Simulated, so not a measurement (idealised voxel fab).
Process module heading - voxel tone inversion
Cross-section cut spans 290 nm and uses square cells 5 nm in size.
In what follows, cross-sections appear as grids of square cells, described through bands that run from the top down, where every band is one or more rows of cells.
Within each band entry, the heights of the top and of the bottom of the band appear first, in that order and in nm; the materials of the band then follow from left to right, each with its corresponding width in nm. The designation "full width" on a single material indicates that it fills the band from edge to edge; the designation "blank" indicates empty space.
Convention: height 0 is the level below which the wafer, as received, is all one material. The lowest band does not terminate at the bottom but continues downward, represented as "from 0 down".
So if you see something like "30..40" for the width, read it as the top row of the band sitting at the first number and the bottom row at the second, with every row in between moving by the same amount as the last.
"remained unchanged" after a step means that no cell of the cross-section changed.
Basically, "Sealed-off cavities" tells you about the enclosed voids: empty spaces with no open way to the top, 8 cells or bigger, each written width x height at distance, where distance is from the left edge, all in nm.
Formally, on a step line, whatever follows the settings is a remark that the simulator itself makes on the step.
overlay nm, on a step with a mask: how far to the right of its planned place the mask lay; to the left if negative

## The planned process steps are enumerated hereunder
1 RECEIVE,material Si
2 CONFORMAL_DEP,material SiCN,thk nm 10
3 DIRECTIONAL_DEP,material polySi,thk nm 15
4 PATTERN,tone cover,mask id POSTS,material resist,width nm 20,pitch nm 50,thk nm 20,overlay nm -15
5 DIRECTIONAL_ETCH,etch materials polySi,depth nm 15
6 STRIP,etch materials resist
7 FILL_DEP,material lowk,thk nm 10
8 CMP,height nm 25
9 STRIP,etch materials polySi
10 CONFORMAL_DEP,material TiN,thk nm 5
11 FILL_DEP,material W,thk nm 10
12 CMP,height nm 25
13 CONFORMAL_DEP,material SiN,thk nm 5
For this document, wafers share an identical start and vary in the step 4 overlay nm; the plan quotes the first wafer's value.

## The first of several wafers in cross-section, exactly as it reached us after step 1
* from 0 down = Si full width
* Sealed-off cavities: none

## The first of several wafers, seen in cross-section after the module's last step, step 13
* from 30 to 25 = SiN full width
* from 25 to 15 = 95 nm lowk; 5 nm TiN; 10 nm W; 5 nm TiN; 30 nm lowk; 5 nm TiN; 10 nm W; 5 nm TiN; 125 nm lowk
* from 15 to 10 = 95 nm lowk; 20 nm TiN; 30 nm lowk; 20 nm TiN; 125 nm lowk
* from 10 to 0 = SiCN full width
* from 0 down = Si full width
* Sealed-off cavities: none

## Sectional view of the last wafer upon completion of the module
* from 30 to 25 = SiN full width
* from 25 to 15 = 125 nm lowk; 5 nm TiN; 10 nm W; 5 nm TiN; 30 nm lowk; 5 nm TiN; 10 nm W; 5 nm TiN; 95 nm lowk
* from 15 to 10 = 125 nm lowk; 20 nm TiN; 30 nm lowk; 20 nm TiN; 95 nm lowk
* from 10 to 0 = SiCN full width
* from 0 down = Si full width
* Sealed-off cavities: none

## The table below has one row for each wafer; a row shows, as of the end of the module, how many cells of each material the wafer has gained, marked (+), or lost, marked (-), since it was received, and then the wafer's closed voids
overlay nm -15 | +116 SiCN | +58 SiN | +16 TiN | +8 W | +150 lowk | Sealed-off cavities: none
overlay nm -10 | +116 SiCN | +58 SiN | +16 TiN | +8 W | +150 lowk | Sealed-off cavities: none
overlay nm -5 | +116 SiCN | +58 SiN | +16 TiN | +8 W | +150 lowk | Sealed-off cavities: none
overlay nm 0 | +116 SiCN | +58 SiN | +16 TiN | +8 W | +150 lowk | Sealed-off cavities: none
overlay nm 5 | +116 SiCN | +58 SiN | +16 TiN | +8 W | +150 lowk | Sealed-off cavities: none
overlay nm 10 | +116 SiCN | +58 SiN | +16 TiN | +8 W | +150 lowk | Sealed-off cavities: none
overlay nm 15 | +116 SiCN | +58 SiN | +16 TiN | +8 W | +150 lowk | Sealed-off cavities: none
